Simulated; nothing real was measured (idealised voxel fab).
You're looking at the process module voxel lift off.
FYI the section here is cut, 235 nm wide, cells are 5 nm squares.
The cross-sections in this document take the form of a grid made of square cells. They are written out as bands, in order from top to bottom. Each band consists of one or more rows of cells.
It is stipulated that each band's entry specify, in nanometres, the height of the top of the band and then that of its bottom, followed by the materials of the band in left-to-right sequence, each together with its width in nanometres. A single material marked by the word "everywhere" is understood to fill the band from edge to edge; the word "empty" is understood to denote empty space.
A quick word on heights: they are counted from 0, and under that level the wafer as it came to us is one material throughout. The lowest band is different from the rest in having no bottom; it simply continues downward, written as in "0..down".
With a width like "30 to 40", each row of cells in the band differs from the next by the same amount, the top row carrying the first number and the bottom row the second.
Where the words "nothing got changed" appear for a step, the cross-section shows no cell changed by that step; every cell remained as before.
Closed empty spaces (no open way to the top) of 8 cells or more are what "Closed cavities" lists, each as width x height at distance from the left edge, nm for all three.
Anything after a step's settings on that line? It's the simulator's own note about the step.
overlay nm: right-of-plan distance of the mask on a masked step; negative values mean left-of-plan.

Planned process steps:
- 1: RECEIVE, material Si
- 2: CONFORMAL_DEP, material SiN, thk nm 15
- 3: PATTERN, tone open, mask id LINES, material resist, width nm 15, pitch nm 30, thk nm 20, overlay nm 0
- 4: DIRECTIONAL_DEP, material Ru, thk nm 10
- 5: STRIP, etch materials resist
- 6: CONFORMAL_DEP, material SiCN, thk nm 10

Cross-section: wafer on arrival = after step 1:
	0..down = Si everywhere
	Closed cavities: none

Run as planned - first of the two wafers cross-sectioned at the end of the module:
	35..25 = empty=70 / SiCN=95 / empty=70
	25..15 = SiCN=80 / Ru=15 / SiCN=15 / Ru=15 / SiCN=15 / Ru=15 / SiCN=80
	15..0 = SiN everywhere
	0..down = Si everywhere
	Closed cavities: none

The second wafer, shown in cross-section after the module: started the same way as the first and given the same plan, yet one mistake crept into how it was run:
	35..25 = SiCN everywhere
	25..15 = Ru=80 / SiCN=15 / Ru=15 / SiCN=15 / Ru=15 / SiCN=15 / Ru=80
	15..0 = SiN everywhere
	0..down = Si everywhere
	Closed cavities: none
Here's what went sideways: off-plan run, step 3, actual operation and settings PATTERN, tone cover, mask id LINES, material resist, width nm 15, pitch nm 30, thk nm 20, overlay nm 0
Final difference in cells, second wafer against first, listed per material as more or fewer: +58 Ru; -2 SiCN
